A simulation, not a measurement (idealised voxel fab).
The process module presented herein is designated voxel self aligned contacts.
For reference, the cross-section in this document is cut, with width 145 nm and square cells of 5 nm.
This document writes a cross-section as a grid whose cells are square, and gives it as bands, listed from the top down; one or more rows of cells form a band. It is stipulated that each band's entry specify, in nanometres, the height of the top of the band and then that of its bottom, followed by the materials of the band in left-to-right sequence, each together with its width in nanometres. A single material marked by the word "edge to edge" is understood to fill the band from edge to edge; the word "air" is understood to denote empty space. We count height from 0. Below that, the starting wafer is all one material. The lowest band never ends at the bottom but goes on down; see "from 0 down" for how that is written. So if you see something like "30->40" for the width, read it as the top row of the band sitting at the first number and the bottom row at the second, with every row in between moving by the same amount as the last. Any step labelled "remains unaltered" changed none of the cells in the cross-section. Closed empty spaces (no open way to the top) of 8 cells or more are what "Catalogued sealed voids" lists, each as width x height at distance from the left edge, nm for all three. Post-settings text on a step line: simulator's own remark regarding the step. When a step includes a mask, the "overlay nm" setting on its line states how far to the right of its planned place that mask lay, and negative values state how far to the left.
# Planned step list for the process
1) RECEIVE | material Si
2) CONFORMAL_DEP | material SiO2 | thk nm 5
3) DIRECTIONAL_DEP | material polySi | thk nm 30
4) DIRECTIONAL_DEP | material SiN | thk nm 20
5) DIRECTIONAL_DEP | material aC | thk nm 15
6) PATTERN | tone cover | mask id GATE | material resist | width nm 30 | pitch nm 55 | thk nm 30 | overlay nm 0
7) DIRECTIONAL_ETCH | etch materials aC | depth nm 15
8) STRIP | etch materials resist
9) DIRECTIONAL_ETCH | etch materials SiN | depth nm 20
10) DIRECTIONAL_ETCH | etch materials polySi | depth nm 30
11) STRIP | etch materials aC
12) CONFORMAL_DEP | material SiN | thk nm 5
13) DIRECTIONAL_ETCH | etch materials SiN | depth nm 5
14) FILL_DEP | material SiO2 | thk nm 10
15) CMP | height nm 60
16) MASKED_ETCH | tone open | mask id CONTACT | width nm 35 | etch materials SiO2 | depth nm 50 | overlay nm 0
17) CONFORMAL_DEP | material TiN | thk nm 5
18) FILL_DEP | material W | thk nm 10
19) CMP | height nm 60
20) CONFORMAL_DEP | material SiN | thk nm 5
The depth nm used in step 16 is not the same on every wafer, whereas the starting condition is; the value printed in the plan is the first wafer's.
# The as-received cross-section of the first of several wafers corresponds to the state after step 1
  from 0 down  Si edge to edge
  Catalogued sealed voids: none
# wafer rows; end of module; cells per material since receipt: (+) gained, (-) lost; then closed voids
depth nm 50 | +117 SiN | +154 SiO2 | +25 TiN | +9 W | +72 polySi | Catalogued sealed voids: none
depth nm 55 | +117 SiN | +151 SiO2 | +27 TiN | +10 W | +72 polySi | Catalogued sealed voids: none
depth nm 60 | +117 SiN | +148 SiO2 | +29 TiN | +11 W | +72 polySi | Catalogued sealed voids: none
depth nm 65 | +117 SiN | +148 SiO2 | +29 TiN | +11 W | +72 polySi | Catalogued sealed voids: none
depth nm 70 | +117 SiN | +148 SiO2 | +29 TiN | +11 W | +72 polySi | Catalogued sealed voids: none
depth nm 75 | +117 SiN | +148 SiO2 | +29 TiN | +11 W | +72 polySi | Catalogued sealed voids: none
